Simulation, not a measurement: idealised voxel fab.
The following is a process module called voxel quadruple lines.
This is section cut - it's 190 nm across, gridded in 5 nm square cells.
Cross-sections here: square-cell grids, written as top-down lists of bands, a band being one or more rows of cells.
It is stipulated that each band's entry specify, in nanometres, the height of the top of the band and then that of its bottom, followed by the materials of the band in left-to-right sequence, each together with its width in nanometres. A single material marked by the word "full width" is understood to fill the band from edge to edge; the word "air" is understood to denote empty space.
Height is counted from the level 0, under which the received wafer is composed throughout of one material. The lowest of the bands is not closed at the bottom but continues downward, in the notation "top 0, no bottom".
The width entry "30..40" should be interpreted row by row: the top row of cells in the band takes the first number, the bottom row takes the second number, and the change between adjacent rows is uniform throughout.
Reading "remained the same" for a step: not a cell of the cross-section changed in it.
"Entrapped voids" contains a list of empty spaces, each no smaller than 8 cells and without an open way to the top, written in the form width x height at distance with the distance from the left edge and all three in nm.
The remark found on a step's line after its settings is issued by the simulator itself and pertains to that step.
overlay nm, on a step with a mask: how far to the right of its planned place the mask lay; to the left if negative

## Steps planned for the process
| 1 | RECEIVE: material Si |
| 2 | CONFORMAL_DEP: material SiO2, thk nm 5 |
| 3 | DIRECTIONAL_DEP: material Ru, thk nm 10 |
| 4 | DIRECTIONAL_DEP: material polySi, thk nm 15 |
| 5 | DIRECTIONAL_DEP: material aC, thk nm 25 |
| 6 | PATTERN: tone cover, mask id MANDREL, material resist, width nm 30, thk nm 30, overlay nm 0 |
| 7 | DIRECTIONAL_ETCH: etch materials aC, depth nm 25 |
| 8 | STRIP: etch materials resist |
| 9 | CONFORMAL_DEP: material SiO2, thk nm 10 |
| 10 | DIRECTIONAL_ETCH: etch materials SiO2, depth nm 10 |
| 11 | STRIP: etch materials aC |
| 12 | DIRECTIONAL_ETCH: etch materials polySi, depth nm 15 |
| 13 | STRIP: etch materials SiO2 |
| 14 | CONFORMAL_DEP: material SiCN, thk nm 10 |
| 15 | DIRECTIONAL_ETCH: etch materials SiCN, depth nm 10 |
| 16 | STRIP: etch materials polySi |
| 17 | DIRECTIONAL_ETCH: etch materials Ru, depth nm 10 |
| 18 | STRIP: etch materials SiCN |

## Below: the first of two wafers, run as planned

## Step 1 complete: cross-section of the wafer as received
* top 0, no bottom: Si full width
* Entrapped voids: none

## Wafer section view after processing step 2
* top 5, bottom 0: SiO2 full width
* Note: structure below 0 unchanged.

## Wafer section view after processing step 3
* top 15, bottom 5: Ru full width
* Note: structure below 5 unchanged.

## Wafer section view after processing step 4
* top 30, bottom 15: polySi full width
* Note: structure below 15 unchanged.

## Wafer section view after processing step 5
* top 55, bottom 30: aC full width
* Note: structure below 30 unchanged.

## Wafer section view after processing step 6
* top 85, bottom 55: 80 of air / 30 of resist / 80 of air
* Note: structure below 55 unchanged.

## Wafer section view after processing step 7
* top 60, bottom 55: 80 of air / 30 of resist / 80 of air
* top 55, bottom 30: 80 of air / 30 of aC / 80 of air
* Note: structure below 30 unchanged.

## Wafer section view after processing step 8
* top 55, bottom 30: 80 of air / 30 of aC / 80 of air
* Note: structure below 30 unchanged.

## Wafer section view after processing step 9
* top 65, bottom 55: 70 of air / 50 of SiO2 / 70 of air
* top 55, bottom 40: 70 of air / 10 of SiO2 / 30 of aC / 10 of SiO2 / 70 of air
* top 40, bottom 30: 80 of SiO2 / 30 of aC / 80 of SiO2
* Note: structure below 30 unchanged.

## Wafer section view after processing step 10
* top 55, bottom 30: 70 of air / 10 of SiO2 / 30 of aC / 10 of SiO2 / 70 of air
* Note: structure below 30 unchanged.

## Wafer section view after processing step 11
* top 55, bottom 30: 70 of air / 10 of SiO2 / 30 of air / 10 of SiO2 / 70 of air
* Note: structure below 30 unchanged.

## Wafer section view after processing step 12
* top 55, bottom 30: 70 of air / 10 of SiO2 / 30 of air / 10 of SiO2 / 70 of air
* top 30, bottom 15: 70 of air / 10 of polySi / 30 of air / 10 of polySi / 70 of air
* Note: structure below 15 unchanged.

## Wafer section view after processing step 13
* top 30, bottom 15: 70 of air / 10 of polySi / 30 of air / 10 of polySi / 70 of air
* Note: structure below 15 unchanged.

## Wafer section view after processing step 14
* top 40, bottom 30: 60 of air / 30 of SiCN / 10 of air / 30 of SiCN / 60 of air
* top 30, bottom 25: 60 of air / 10 of SiCN / 10 of polySi / 10 of SiCN / 10 of air / 10 of SiCN / 10 of polySi / 10 of SiCN / 60 of air
* top 25, bottom 15: 70 of SiCN / 10 of polySi / 30 of SiCN / 10 of polySi / 70 of SiCN
* Note: structure below 15 unchanged.

## Wafer section view after processing step 15
* top 30, bottom 15: 60 of air / 10 of SiCN / 10 of polySi / 10 of SiCN / 10 of air / 10 of SiCN / 10 of polySi / 10 of SiCN / 60 of air
* Note: structure below 15 unchanged.

## Wafer section view after processing step 16
* top 30, bottom 15: 60 of air / 10 of SiCN / 10 of air / 10 of SiCN / 10 of air / 10 of SiCN / 10 of air / 10 of SiCN / 60 of air
* Note: structure below 15 unchanged.

## Wafer section view after processing step 17
* top 30, bottom 15: 60 of air / 10 of SiCN / 10 of air / 10 of SiCN / 10 of air / 10 of SiCN / 10 of air / 10 of SiCN / 60 of air
* top 15, bottom 5: 60 of air / 10 of Ru / 10 of air / 10 of Ru / 10 of air / 10 of Ru / 10 of air / 10 of Ru / 60 of air
* Note: structure below 5 unchanged.

## Wafer section view after processing step 18
* top 15, bottom 5: 60 of air / 10 of Ru / 10 of air / 10 of Ru / 10 of air / 10 of Ru / 10 of air / 10 of Ru / 60 of air
* Note: structure below 5 unchanged.

## Regarding the second of the two wafers: it shared the first wafer's starting condition and process plan, yet one error occurred during its execution. Its history coincides with that of the first wafer up to and including step 1

## Cross-sectional view of the second wafer at the intended end time of process step 2
* top 5, bottom 0: aC full width
* Note: structure below 0 unchanged.

## Cross-sectional view of the second wafer at the intended end time of process step 3
* top 15, bottom 5: Ru full width
* Note: structure below 5 unchanged.

## Cross-sectional view of the second wafer at the intended end time of process step 4
* top 30, bottom 15: polySi full width
* Note: structure below 15 unchanged.

## Cross-sectional view of the second wafer at the intended end time of process step 5
* top 55, bottom 30: aC full width
* Note: structure below 30 unchanged.

## Cross-sectional view of the second wafer at the intended end time of process step 6
* top 85, bottom 55: 80 of air / 30 of resist / 80 of air
* Note: structure below 55 unchanged.

## Cross-sectional view of the second wafer at the intended end time of process step 7
* top 60, bottom 55: 80 of air / 30 of resist / 80 of air
* top 55, bottom 30: 80 of air / 30 of aC / 80 of air
* Note: structure below 30 unchanged.

## Cross-sectional view of the second wafer at the intended end time of process step 8
* top 55, bottom 30: 80 of air / 30 of aC / 80 of air
* Note: structure below 30 unchanged.

## Cross-sectional view of the second wafer at the intended end time of process step 9
* top 65, bottom 55: 70 of air / 50 of SiO2 / 70 of air
* top 55, bottom 40: 70 of air / 10 of SiO2 / 30 of aC / 10 of SiO2 / 70 of air
* top 40, bottom 30: 80 of SiO2 / 30 of aC / 80 of SiO2
* Note: structure below 30 unchanged.

## Cross-sectional view of the second wafer at the intended end time of process step 10
* top 55, bottom 30: 70 of air / 10 of SiO2 / 30 of aC / 10 of SiO2 / 70 of air
* Note: structure below 30 unchanged.

## Cross-sectional view of the second wafer at the intended end time of process step 11
* top 55, bottom 30: 70 of air / 10 of SiO2 / 30 of air / 10 of SiO2 / 70 of air
* Note: structure below 30 unchanged.

## Cross-sectional view of the second wafer at the intended end time of process step 12
* top 55, bottom 30: 70 of air / 10 of SiO2 / 30 of air / 10 of SiO2 / 70 of air
* top 30, bottom 15: 70 of air / 10 of polySi / 30 of air / 10 of polySi / 70 of air
* Note: structure below 15 unchanged.

## Cross-sectional view of the second wafer at the intended end time of process step 13
* top 30, bottom 15: 70 of air / 10 of polySi / 30 of air / 10 of polySi / 70 of air
* Note: structure below 15 unchanged.

## Cross-sectional view of the second wafer at the intended end time of process step 14
* top 40, bottom 30: 60 of air / 30 of SiCN / 10 of air / 30 of SiCN / 60 of air
* top 30, bottom 25: 60 of air / 10 of SiCN / 10 of polySi / 10 of SiCN / 10 of air / 10 of SiCN / 10 of polySi / 10 of SiCN / 60 of air
* top 25, bottom 15: 70 of SiCN / 10 of polySi / 30 of SiCN / 10 of polySi / 70 of SiCN
* Note: structure below 15 unchanged.

## Cross-sectional view of the second wafer at the intended end time of process step 15
* top 30, bottom 15: 60 of air / 10 of SiCN / 10 of polySi / 10 of SiCN / 10 of air / 10 of SiCN / 10 of polySi / 10 of SiCN / 60 of air
* Note: structure below 15 unchanged.

## Cross-sectional view of the second wafer at the intended end time of process step 16
* top 30, bottom 15: 60 of air / 10 of SiCN / 10 of air / 10 of SiCN / 10 of air / 10 of SiCN / 10 of air / 10 of SiCN / 60 of air
* Note: structure below 15 unchanged.

## Cross-sectional view of the second wafer at the intended end time of process step 17
* top 30, bottom 15: 60 of air / 10 of SiCN / 10 of air / 10 of SiCN / 10 of air / 10 of SiCN / 10 of air / 10 of SiCN / 60 of air
* top 15, bottom 5: 60 of air / 10 of Ru / 10 of air / 10 of Ru / 10 of air / 10 of Ru / 10 of air / 10 of Ru / 60 of air
* Note: structure below 5 unchanged.

## Cross-sectional view of the second wafer at the intended end time of process step 18
* top 15, bottom 5: 60 of air / 10 of Ru / 10 of air / 10 of Ru / 10 of air / 10 of Ru / 10 of air / 10 of Ru / 60 of air
* Note: structure below 5 unchanged.
Which mistake was made when the wafer was run? step 2 ran with different settings than intended, the actual operation and settings being CONFORMAL_DEP: material aC, thk nm 5
Materials where the second wafer ends with more or fewer cells than the first: SiO2 -38; aC +38
